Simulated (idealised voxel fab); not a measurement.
Proc. module: voxel wiring stack
In the cross-section labelled cut, the width is 240 nm and each square cell is 5 nm.
Cross-section = grid of square cells, listed top down in bands; band = one or more rows. This entry defines a band. It first specifies the height of the band's top and the height of its bottom in nm, and then specifies the band's materials from left to right, stating each material with its width in nm. The word "everywhere" identifies a single material that fills the band from edge to edge, while the word "air" identifies empty space. Height 0 is the level under which the wafer as received is all one material. The lowest band goes on downwards, as in "0 nm and below". The notation "30->40" denotes a width that varies across the rows of cells in the band, beginning at the first number in the top row, finishing at the second number in the bottom row, and changing by an identical amount from each row to the next. The designation "all unchanged", where it is given for a processing step, indicates that no cell of the cross-section was altered in the course of that step. Each empty space that has no open way to the top and spans at least 8 cells appears under "Enclosed void entries" as width x height at distance, the distance counted from the left edge, all in nm. Post-settings text on a step line: simulator's own remark regarding the step. overlay nm: mask offset rightward from planned place, masked step; negative means leftward offset.
**So here's the lineup of process steps we planned**
- 1: RECEIVE | material Si
- 2: CONFORMAL_DEP | material SiO2 | thk nm 15
- 3: DIRECTIONAL_DEP | material TiN | thk nm 5
- 4: DIRECTIONAL_DEP | material Ru | thk nm 25
- 5: PATTERN | tone cover | mask id METAL_1 | material resist | width nm 25 | pitch nm 45 | thk nm 20 | overlay nm 0
- 6: DIRECTIONAL_ETCH | etch materials Ru | depth nm 25
- 7: DIRECTIONAL_ETCH | etch materials TiN | depth nm 5
- 8: STRIP | etch materials resist
- 9: FILL_DEP | material lowk | thk nm 10
- 10: CMP | height nm 45
- 11: CONFORMAL_DEP | material SiCN | thk nm 5
- 12: DIRECTIONAL_DEP | material lowk | thk nm 25
- 13: DIRECTIONAL_DEP | material aC | thk nm 10
- 14: PATTERN | tone open | mask id METAL_2_HOLES | material resist | width nm 15 | pitch nm 45 | thk nm 25 | overlay nm 0
- 15: DIRECTIONAL_ETCH | etch materials aC | depth nm 10
- 16: STRIP | etch materials resist
- 17: DIRECTIONAL_ETCH | etch materials lowk | depth nm 25
- 18: STRIP | etch materials aC
- 19: MASKED_ETCH | tone open | mask id METAL_2 | width nm 25 | pitch nm 45 | etch materials lowk | depth nm 15 | overlay nm 0
- 20: MASKED_ETCH | tone open | mask id METAL_2 | width nm 25 | pitch nm 45 | etch materials SiCN | depth nm 5 | overlay nm 0
- 21: CONFORMAL_DEP | material TiN | thk nm 5
- 22: FILL_DEP | material Cu | thk nm 10
- 23: CMP | height nm 75
- 24: CONFORMAL_DEP | material SiCN | thk nm 5
**Cross-section of the incoming wafer, state after step 1**
* 0 nm and below = Si everywhere
* Enclosed void entries: none
**Post-module cross-section of the first of two wafers (run per plan)**
* 80 nm to 75 nm = SiCN everywhere
* 75 nm to 65 nm = lowk 40 nm | TiN 5 nm | Cu 15 nm | TiN 5 nm | lowk 20 nm | TiN 5 nm | Cu 15 nm | TiN 5 nm | lowk 20 nm | TiN 5 nm | Cu 15 nm | TiN 5 nm | lowk 20 nm | TiN 5 nm | Cu 15 nm | TiN 5 nm | lowk 40 nm
* 65 nm to 60 nm = lowk 40 nm | TiN 5 nm | Cu 5 nm | TiN 15 nm | lowk 20 nm | TiN 5 nm | Cu 5 nm | TiN 15 nm | lowk 20 nm | TiN 5 nm | Cu 5 nm | TiN 15 nm | lowk 20 nm | TiN 5 nm | Cu 5 nm | TiN 15 nm | lowk 40 nm
* 60 nm to 50 nm = lowk 40 nm | TiN 5 nm | Cu 5 nm | TiN 5 nm | lowk 30 nm | TiN 5 nm | Cu 5 nm | TiN 5 nm | lowk 30 nm | TiN 5 nm | Cu 5 nm | TiN 5 nm | lowk 30 nm | TiN 5 nm | Cu 5 nm | TiN 5 nm | lowk 50 nm
* 50 nm to 45 nm = SiCN 40 nm | TiN 15 nm | SiCN 30 nm | TiN 15 nm | SiCN 30 nm | TiN 15 nm | SiCN 30 nm | TiN 15 nm | SiCN 50 nm
* 45 nm to 20 nm = lowk 40 nm | Ru 25 nm | lowk 20 nm | Ru 25 nm | lowk 20 nm | Ru 25 nm | lowk 20 nm | Ru 25 nm | lowk 40 nm
* 20 nm to 15 nm = lowk 40 nm | TiN 25 nm | lowk 20 nm | TiN 25 nm | lowk 20 nm | TiN 25 nm | lowk 20 nm | TiN 25 nm | lowk 40 nm
* 15 nm to 0 nm = SiO2 everywhere
* 0 nm and below = Si everywhere
* Enclosed void entries: none
**This cross-section belongs to the second wafer of two at the end of the module; the start and the plan were shared with the first, and the run included one mistake**
* 80 nm to 75 nm = SiCN everywhere
* 75 nm to 65 nm = lowk 40 nm | TiN 5 nm | Cu 15 nm | TiN 5 nm | lowk 20 nm | TiN 5 nm | Cu 15 nm | TiN 5 nm | lowk 20 nm | TiN 5 nm | Cu 15 nm | TiN 5 nm | lowk 20 nm | TiN 5 nm | Cu 15 nm | TiN 5 nm | lowk 40 nm
* 65 nm to 55 nm = lowk 40 nm | TiN 5 nm | Cu 5 nm | TiN 15->5 nm | lowk 20->30 nm | TiN 5 nm | Cu 5 nm | TiN 15->5 nm | lowk 20->30 nm | TiN 5 nm | Cu 5 nm | TiN 15->5 nm | lowk 20->30 nm | TiN 5 nm | Cu 5 nm | TiN 15->5 nm | lowk 40->50 nm
* 55 nm to 50 nm = lowk 40 nm | TiN 15 nm | lowk 30 nm | TiN 15 nm | lowk 30 nm | TiN 15 nm | lowk 30 nm | TiN 15 nm | lowk 50 nm
* 50 nm to 45 nm = SiO2 everywhere
* 45 nm to 20 nm = lowk 40 nm | Ru 25 nm | lowk 20 nm | Ru 25 nm | lowk 20 nm | Ru 25 nm | lowk 20 nm | Ru 25 nm | lowk 40 nm
* 20 nm to 15 nm = lowk 40 nm | TiN 25 nm | lowk 20 nm | TiN 25 nm | lowk 20 nm | TiN 25 nm | lowk 20 nm | TiN 25 nm | lowk 40 nm
* 15 nm to 0 nm = SiO2 everywhere
* 0 nm and below = Si everywhere
* Enclosed void entries: none
Deviation noted in wafer processing: in deviation from the planned setting, step 11 was conducted as CONFORMAL_DEP | material SiO2 | thk nm 5
Materials where the second wafer ends with more or fewer cells than the first: Cu: 4 fewer, SiCN: 36 fewer, SiO2: 48 more, TiN: 8 fewer
